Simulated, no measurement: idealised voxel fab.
Module name: voxel gate over fins (process module)
We display cut, a cross-section 260 nm in width whose square cells are each 5 nm.
Each cross-section below is a grid of square cells, stated as bands in top-down order, with one or more rows of cells making up each band. It is stipulated that each band's entry specify, in nanometres, the height of the top of the band and then that of its bottom, followed by the materials of the band in left-to-right sequence, each together with its width in nanometres. A single material marked by the word "everywhere" is understood to fill the band from edge to edge; the word "air" is understood to denote empty space. Heights are expressed relative to 0, this being the level below which the as-received wafer comprises one material exclusively. The lowest band is unbounded in the downward direction and is denoted as in "0 -> down". Quick explanation for "30->40": the width changes in equal steps down the rows of cells, from the first number in the band's top row to the second number in its bottom row. Basically "left unchanged" means that step didn't change any cell in the cross-section. What "Internal closed voids" gives you is every empty space of 8 cells or more that is cut off from the top. Each appears as width x height at distance, with the distance taken from the left edge and width, height and distance all in nm. On each step's line, the part that comes after the settings is the simulator's own comment on the step. overlay nm: step with mask; distance mask lay right of planned place; negative value = left of planned place.

Planned process steps:
1 RECEIVE with material Si
2 CONFORMAL_DEP with material SiN, thk nm 5
3 PATTERN with tone cover, mask id FINS, material resist, width nm 15, pitch nm 60, thk nm 20, overlay nm 0
4 DIRECTIONAL_ETCH with etch materials SiN, depth nm 5
5 DIRECTIONAL_ETCH with etch materials Si, depth nm 40
6 STRIP with etch materials resist
7 OXIDIZE with depth nm 5
8 FILL_DEP with material SiO2, thk nm 10
9 CMP with height nm 5
10 PATTERN with tone open, mask id RAIL, material resist, width nm 15, thk nm 15, overlay nm 0
11 DIRECTIONAL_ETCH with etch materials SiO2, depth nm 40
12 STRIP with etch materials resist
13 CONFORMAL_DEP with material TiN, thk nm 5
14 FILL_DEP with material Ru, thk nm 5
15 CMP with height nm 5
16 SELECTIVE_ETCH with etch materials W Ru TiN, depth nm 30
17 FILL_DEP with material SiO2, thk nm 5
18 CMP with height nm 5
19 SELECTIVE_ETCH with etch materials SiO2, depth nm 20
20 STRIP with etch materials SiN
21 CONFORMAL_DEP with material HfO2, thk nm 5
22 CONFORMAL_DEP with material TiN, thk nm 5
23 CONFORMAL_DEP with material TiAl, thk nm 5
24 CONFORMAL_DEP with material TiN, thk nm 5
25 FILL_DEP with material W, thk nm 15
26 CMP with height nm 30
27 CONFORMAL_DEP with material SiCN, thk nm 10

First of two wafers - as planned:

Wafer cross-section on receipt, i.e. after step 1:
0 -> down | Si everywhere
Internal closed voids: none

Cross-section of the wafer after step 2:
5 -> 0 | SiN everywhere
For the remainder of the cross-section, below 0, there is no change.

Cross-section of the wafer after step 3:
25 -> 5 | air 60, then resist 15, then air 45, then resist 15, then air 45, then resist 15, then air 65
For the remainder of the cross-section, below 5, there is no change.

Cross-section of the wafer after step 4:
25 -> 5 | air 60, then resist 15, then air 45, then resist 15, then air 45, then resist 15, then air 65
5 -> 0 | air 60, then SiN 15, then air 45, then SiN 15, then air 45, then SiN 15, then air 65
For the remainder of the cross-section, below 0, there is no change.

Cross-section of the wafer after step 5:
25 -> 5 | air 60, then resist 15, then air 45, then resist 15, then air 45, then resist 15, then air 65
5 -> 0 | air 60, then SiN 15, then air 45, then SiN 15, then air 45, then SiN 15, then air 65
0 -> -40 | air 60, then Si 15, then air 45, then Si 15, then air 45, then Si 15, then air 65
For the remainder of the cross-section, below -40, there is no change.

Cross-section of the wafer after step 6:
5 -> 0 | air 60, then SiN 15, then air 45, then SiN 15, then air 45, then SiN 15, then air 65
For the remainder of the cross-section, below 0, there is no change.

Cross-section of the wafer after step 7:
5 -> 0 | air 60, then SiN 15, then air 45, then SiN 15, then air 45, then SiN 15, then air 65
0 -> -40 | air 60, then SiO2 5, then Si 5, then SiO2 5, then air 45, then SiO2 5, then Si 5, then SiO2 5, then air 45, then SiO2 5, then Si 5, then SiO2 5, then air 65
-40 -> -45 | SiO2 65, then Si 5, then SiO2 55, then Si 5, then SiO2 55, then Si 5, then SiO2 70
For the remainder of the cross-section, below -45, there is no change.

Cross-section of the wafer after step 8:
15 -> 5 | SiO2 everywhere
5 -> 0 | SiO2 60, then SiN 15, then SiO2 45, then SiN 15, then SiO2 45, then SiN 15, then SiO2 65
0 -> -45 | SiO2 65, then Si 5, then SiO2 55, then Si 5, then SiO2 55, then Si 5, then SiO2 70
For the remainder of the cross-section, below -45, there is no change.

Cross-section of the wafer after step 9:
5 -> 0 | SiO2 60, then SiN 15, then SiO2 45, then SiN 15, then SiO2 45, then SiN 15, then SiO2 65
For the remainder of the cross-section, below 0, there is no change.

Cross-section of the wafer after step 10:
20 -> 5 | resist 90, then air 15, then resist 155
For the remainder of the cross-section, below 5, there is no change.

Cross-section of the wafer after step 11:
20 -> 5 | resist 90, then air 15, then resist 155
5 -> 0 | SiO2 60, then SiN 15, then SiO2 15, then air 15, then SiO2 15, then SiN 15, then SiO2 45, then SiN 15, then SiO2 65
0 -> -35 | SiO2 65, then Si 5, then SiO2 20, then air 15, then SiO2 20, then Si 5, then SiO2 55, then Si 5, then SiO2 70
For the remainder of the cross-section, below -35, there is no change.

Cross-section of the wafer after step 12:
5 -> 0 | SiO2 60, then SiN 15, then SiO2 15, then air 15, then SiO2 15, then SiN 15, then SiO2 45, then SiN 15, then SiO2 65
For the remainder of the cross-section, below 0, there is no change.

Cross-section of the wafer after step 13:
10 -> 5 | TiN 95, then air 5, then TiN 160
5 -> 0 | SiO2 60, then SiN 15, then SiO2 15, then TiN 5, then air 5, then TiN 5, then SiO2 15, then SiN 15, then SiO2 45, then SiN 15, then SiO2 65
0 -> -30 | SiO2 65, then Si 5, then SiO2 20, then TiN 5, then air 5, then TiN 5, then SiO2 20, then Si 5, then SiO2 55, then Si 5, then SiO2 70
-30 -> -35 | SiO2 65, then Si 5, then SiO2 20, then TiN 15, then SiO2 20, then Si 5, then SiO2 55, then Si 5, then SiO2 70
For the remainder of the cross-section, below -35, there is no change.

Cross-section of the wafer after step 14:
15 -> 10 | Ru everywhere
10 -> 5 | TiN 95, then Ru 5, then TiN 160
5 -> 0 | SiO2 60, then SiN 15, then SiO2 15, then TiN 5, then Ru 5, then TiN 5, then SiO2 15, then SiN 15, then SiO2 45, then SiN 15, then SiO2 65
0 -> -30 | SiO2 65, then Si 5, then SiO2 20, then TiN 5, then Ru 5, then TiN 5, then SiO2 20, then Si 5, then SiO2 55, then Si 5, then SiO2 70
For the remainder of the cross-section, below -30, there is no change.

Cross-section of the wafer after step 15:
5 -> 0 | SiO2 60, then SiN 15, then SiO2 15, then TiN 5, then Ru 5, then TiN 5, then SiO2 15, then SiN 15, then SiO2 45, then SiN 15, then SiO2 65
For the remainder of the cross-section, below 0, there is no change.

Cross-section of the wafer after step 16:
5 -> 0 | SiO2 60, then SiN 15, then SiO2 15, then air 15, then SiO2 15, then SiN 15, then SiO2 45, then SiN 15, then SiO2 65
0 -> -25 | SiO2 65, then Si 5, then SiO2 20, then air 15, then SiO2 20, then Si 5, then SiO2 55, then Si 5, then SiO2 70
For the remainder of the cross-section, below -25, there is no change.

Cross-section of the wafer after step 17:
10 -> 5 | SiO2 everywhere
5 -> 0 | SiO2 60, then SiN 15, then SiO2 45, then SiN 15, then SiO2 45, then SiN 15, then SiO2 65
0 -> -25 | SiO2 65, then Si 5, then SiO2 55, then Si 5, then SiO2 55, then Si 5, then SiO2 70
For the remainder of the cross-section, below -25, there is no change.

Cross-section of the wafer after step 18:
5 -> 0 | SiO2 60, then SiN 15, then SiO2 45, then SiN 15, then SiO2 45, then SiN 15, then SiO2 65
For the remainder of the cross-section, below 0, there is no change.

Cross-section of the wafer after step 19:
5 -> 0 | air 60, then SiN 15, then air 45, then SiN 15, then air 45, then SiN 15, then air 65
0 -> -15 | air 65, then Si 5, then air 55, then Si 5, then air 55, then Si 5, then air 70
For the remainder of the cross-section, below -15, there is no change.

Cross-section of the wafer after step 20:
0 -> -15 | air 65, then Si 5, then air 55, then Si 5, then air 55, then Si 5, then air 70
For the remainder of the cross-section, below -15, there is no change.

Cross-section of the wafer after step 21:
5 -> 0 | air 60, then HfO2 15, then air 45, then HfO2 15, then air 45, then HfO2 15, then air 65
0 -> -10 | air 60, then HfO2 5, then Si 5, then HfO2 5, then air 45, then HfO2 5, then Si 5, then HfO2 5, then air 45, then HfO2 5, then Si 5, then HfO2 5, then air 65
-10 -> -15 | HfO2 65, then Si 5, then HfO2 55, then Si 5, then HfO2 55, then Si 5, then HfO2 70
For the remainder of the cross-section, below -15, there is no change.

Cross-section of the wafer after step 22:
10 -> 5 | air 55, then TiN 25, then air 35, then TiN 25, then air 35, then TiN 25, then air 60
5 -> 0 | air 55, then TiN 5, then HfO2 15, then TiN 5, then air 35, then TiN 5, then HfO2 15, then TiN 5, then air 35, then TiN 5, then HfO2 15, then TiN 5, then air 60
0 -> -5 | air 55, then TiN 5, then HfO2 5, then Si 5, then HfO2 5, then TiN 5, then air 35, then TiN 5, then HfO2 5, then Si 5, then HfO2 5, then TiN 5, then air 35, then TiN 5, then HfO2 5, then Si 5, then HfO2 5, then TiN 5, then air 60
-5 -> -10 | TiN 60, then HfO2 5, then Si 5, then HfO2 5, then TiN 45, then HfO2 5, then Si 5, then HfO2 5, then TiN 45, then HfO2 5, then Si 5, then HfO2 5, then TiN 65
For the remainder of the cross-section, below -10, there is no change.

Cross-section of the wafer after step 23:
15 -> 10 | air 50, then TiAl 35, then air 25, then TiAl 35, then air 25, then TiAl 35, then air 55
10 -> 5 | air 50, then TiAl 5, then TiN 25, then TiAl 5, then air 25, then TiAl 5, then TiN 25, then TiAl 5, then air 25, then TiAl 5, then TiN 25, then TiAl 5, then air 55
5 -> 0 | air 50, then TiAl 5, then TiN 5, then HfO2 15, then TiN 5, then TiAl 5, then air 25, then TiAl 5, then TiN 5, then HfO2 15, then TiN 5, then TiAl 5, then air 25, then TiAl 5, then TiN 5, then HfO2 15, then TiN 5, then TiAl 5, then air 55
0 -> -5 | TiAl 55, then TiN 5, then HfO2 5, then Si 5, then HfO2 5, then TiN 5, then TiAl 35, then TiN 5, then HfO2 5, then Si 5, then HfO2 5, then TiN 5, then TiAl 35, then TiN 5, then HfO2 5, then Si 5, then HfO2 5, then TiN 5, then TiAl 60
For the remainder of the cross-section, below -5, there is no change.

Cross-section of the wafer after step 24:
20 -> 15 | air 45, then TiN 45, then air 15, then TiN 45, then air 15, then TiN 45, then air 50
15 -> 10 | air 45, then TiN 5, then TiAl 35, then TiN 5, then air 15, then TiN 5, then TiAl 35, then TiN 5, then air 15, then TiN 5, then TiAl 35, then TiN 5, then air 50
10 -> 5 | air 45, then TiN 5, then TiAl 5, then TiN 25, then TiAl 5, then TiN 5, then air 15, then TiN 5, then TiAl 5, then TiN 25, then TiAl 5, then TiN 5, then air 15, then TiN 5, then TiAl 5, then TiN 25, then TiAl 5, then TiN 5, then air 50
5 -> 0 | TiN 50, then TiAl 5, then TiN 5, then HfO2 15, then TiN 5, then TiAl 5, then TiN 25, then TiAl 5, then TiN 5, then HfO2 15, then TiN 5, then TiAl 5, then TiN 25, then TiAl 5, then TiN 5, then HfO2 15, then TiN 5, then TiAl 5, then TiN 55
For the remainder of the cross-section, below 0, there is no change.

Cross-section of the wafer after step 25:
35 -> 20 | W everywhere
20 -> 15 | W 45, then TiN 45, then W 15, then TiN 45, then W 15, then TiN 45, then W 50
15 -> 10 | W 45, then TiN 5, then TiAl 35, then TiN 5, then W 15, then TiN 5, then TiAl 35, then TiN 5, then W 15, then TiN 5, then TiAl 35, then TiN 5, then W 50
10 -> 5 | W 45, then TiN 5, then TiAl 5, then TiN 25, then TiAl 5, then TiN 5, then W 15, then TiN 5, then TiAl 5, then TiN 25, then TiAl 5, then TiN 5, then W 15, then TiN 5, then TiAl 5, then TiN 25, then TiAl 5, then TiN 5, then W 50
For the remainder of the cross-section, below 5, there is no change.

Cross-section of the wafer after step 26:
30 -> 20 | W everywhere
For the remainder of the cross-section, below 20, there is no change.

Cross-section of the wafer after step 27:
40 -> 30 | SiCN everywhere
For the remainder of the cross-section, below 30, there is no change.

Wafer two of two - same starting point, same process plan, one mistake in execution; matches wafer one up to and including step 21:

Second wafer, cross-section, planned end of step 22:
10 -> 5 | air 55, then TiAl 25, then air 35, then TiAl 25, then air 35, then TiAl 25, then air 60
5 -> 0 | air 55, then TiAl 5, then HfO2 15, then TiAl 5, then air 35, then TiAl 5, then HfO2 15, then TiAl 5, then air 35, then TiAl 5, then HfO2 15, then TiAl 5, then air 60
0 -> -5 | air 55, then TiAl 5, then HfO2 5, then Si 5, then HfO2 5, then TiAl 5, then air 35, then TiAl 5, then HfO2 5, then Si 5, then HfO2 5, then TiAl 5, then air 35, then TiAl 5, then HfO2 5, then Si 5, then HfO2 5, then TiAl 5, then air 60
-5 -> -10 | TiAl 60, then HfO2 5, then Si 5, then HfO2 5, then TiAl 45, then HfO2 5, then Si 5, then HfO2 5, then TiAl 45, then HfO2 5, then Si 5, then HfO2 5, then TiAl 65
For the remainder of the cross-section, below -10, there is no change.

Second wafer, cross-section, planned end of step 23:
15 -> 10 | air 50, then TiN 35, then air 25, then TiN 35, then air 25, then TiN 35, then air 55
10 -> 5 | air 50, then TiN 5, then TiAl 25, then TiN 5, then air 25, then TiN 5, then TiAl 25, then TiN 5, then air 25, then TiN 5, then TiAl 25, then TiN 5, then air 55
5 -> 0 | air 50, then TiN 5, then TiAl 5, then HfO2 15, then TiAl 5, then TiN 5, then air 25, then TiN 5, then TiAl 5, then HfO2 15, then TiAl 5, then TiN 5, then air 25, then TiN 5, then TiAl 5, then HfO2 15, then TiAl 5, then TiN 5, then air 55
0 -> -5 | TiN 55, then TiAl 5, then HfO2 5, then Si 5, then HfO2 5, then TiAl 5, then TiN 35, then TiAl 5, then HfO2 5, then Si 5, then HfO2 5, then TiAl 5, then TiN 35, then TiAl 5, then HfO2 5, then Si 5, then HfO2 5, then TiAl 5, then TiN 60
For the remainder of the cross-section, below -5, there is no change.

Second wafer, cross-section, planned end of step 24:
20 -> 10 | air 45, then TiN 45, then air 15, then TiN 45, then air 15, then TiN 45, then air 50
10 -> 5 | air 45, then TiN 10, then TiAl 25, then TiN 10, then air 15, then TiN 10, then TiAl 25, then TiN 10, then air 15, then TiN 10, then TiAl 25, then TiN 10, then air 50
5 -> 0 | TiN 55, then TiAl 5, then HfO2 15, then TiAl 5, then TiN 35, then TiAl 5, then HfO2 15, then TiAl 5, then TiN 35, then TiAl 5, then HfO2 15, then TiAl 5, then TiN 60
For the remainder of the cross-section, below 0, there is no change.

Second wafer, cross-section, planned end of step 25:
35 -> 20 | W everywhere
20 -> 10 | W 45, then TiN 45, then W 15, then TiN 45, then W 15, then TiN 45, then W 50
10 -> 5 | W 45, then TiN 10, then TiAl 25, then TiN 10, then W 15, then TiN 10, then TiAl 25, then TiN 10, then W 15, then TiN 10, then TiAl 25, then TiN 10, then W 50
For the remainder of the cross-section, below 5, there is no change.

Second wafer, cross-section, planned end of step 26:
30 -> 20 | W everywhere
For the remainder of the cross-section, below 20, there is no change.

Second wafer, cross-section, planned end of step 27:
40 -> 30 | SiCN everywhere
For the remainder of the cross-section, below 30, there is no change.
Processing error: a sequencing error occurred in which plan steps 22 and 23 were transposed
at the end the second wafer has, in cells: as many of each material as the first, in other places
